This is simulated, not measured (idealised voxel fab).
process module | voxel ribs on slabs
cross-section cut | 270 nm wide | cells 5 nm
A cross-section is a grid of square cells, given in bands from the top down. A band is one or more rows of cells.
Each band's line starts with the height of the band's top and of its bottom, in nm. Then come its materials from left to right, each with its width in nm. One material with "throughout" fills the band from edge to edge. "air" is empty space.
Height 0 is the level under which the wafer as received is all one material. The lowest band goes on downwards, as in "0 down".
A width such as "30 to 40" changes by the same amount from each row of cells to the next, from the band's top row to its bottom row.
"no change" after a step means that no cell of the cross-section changed.
closed voids: empty space of 8 cells or more with no open way to the top, each as width x height at its distance from the left edge, in nm
after a step's settings: what the simulator itself notes on the step
overlay nm, on a step with a mask: how far to the right of its planned place the mask lay; to the left if negative
plan
1 op RECEIVE | material Si
2 op DIRECTIONAL_DEP | material SiO2 | thk nm 25
3 op DIRECTIONAL_DEP | material polySi | thk nm 25
4 op DIRECTIONAL_DEP | material aC | thk nm 15
5 op PATTERN | tone cover | mask id RIB | material resist | width nm 15 | thk nm 35 | overlay nm 0
6 op DIRECTIONAL_ETCH | etch materials aC | depth nm 15
7 op STRIP | etch materials resist
8 op DIRECTIONAL_ETCH | etch materials polySi | depth nm 15
9 op STRIP | etch materials aC
10 op PATTERN | tone cover | mask id SLAB | material resist | width nm 75 | thk nm 20 | overlay nm 0
11 op DIRECTIONAL_ETCH | etch materials polySi | depth nm 10
12 op STRIP | etch materials resist
13 op FILL_DEP | material SiO2 | thk nm 20
14 op CMP | height nm 60
15 op DIRECTIONAL_DEP | material W | thk nm 5
16 op DIRECTIONAL_DEP | material aC | thk nm 10
17 op PATTERN | tone cover | mask id HEATER | material resist | width nm 25 | thk nm 30 | overlay nm 0
18 op DIRECTIONAL_ETCH | etch materials aC | depth nm 10
19 op STRIP | etch materials resist
20 op DIRECTIONAL_ETCH | etch materials W | depth nm 5
21 op STRIP | etch materials aC
22 op CONFORMAL_DEP | material SiO2 | thk nm 5
as received, after step 1
  0 down: Si throughout
  closed voids: none
first wafer at the end, as planned
  70 to 65: air 115 | SiO2 35 | air 120
  65 to 60: SiO2 120 | W 25 | SiO2 125
  60 to 50: SiO2 throughout
  50 to 35: SiO2 125 | polySi 15 | SiO2 130
  35 to 25: SiO2 95 | polySi 75 | SiO2 100
  25 to 0: SiO2 throughout
  0 down: Si throughout
  closed voids: none
second wafer at the end: like start, like plan, one mistake
  70 to 65: air 115 | SiO2 35 | air 120
  65 to 60: SiO2 120 | W 25 | SiO2 125
  60 to 50: SiO2 throughout
  50 to 40: SiO2 95 | polySi 30 | SiO2 15 | polySi 30 | SiO2 100
  40 to 35: polySi 125 | SiO2 15 | polySi 130
  35 to 25: polySi throughout
  25 to 0: SiO2 throughout
  0 down: Si throughout
  closed voids: none
what went wrong: step 5 ran as: op PATTERN | tone open | mask id RIB | material resist | width nm 15 | thk nm 35 | overlay nm 0
at the end the second wafer has, in cells: 144 fewer of SiO2 | 144 more of polySi
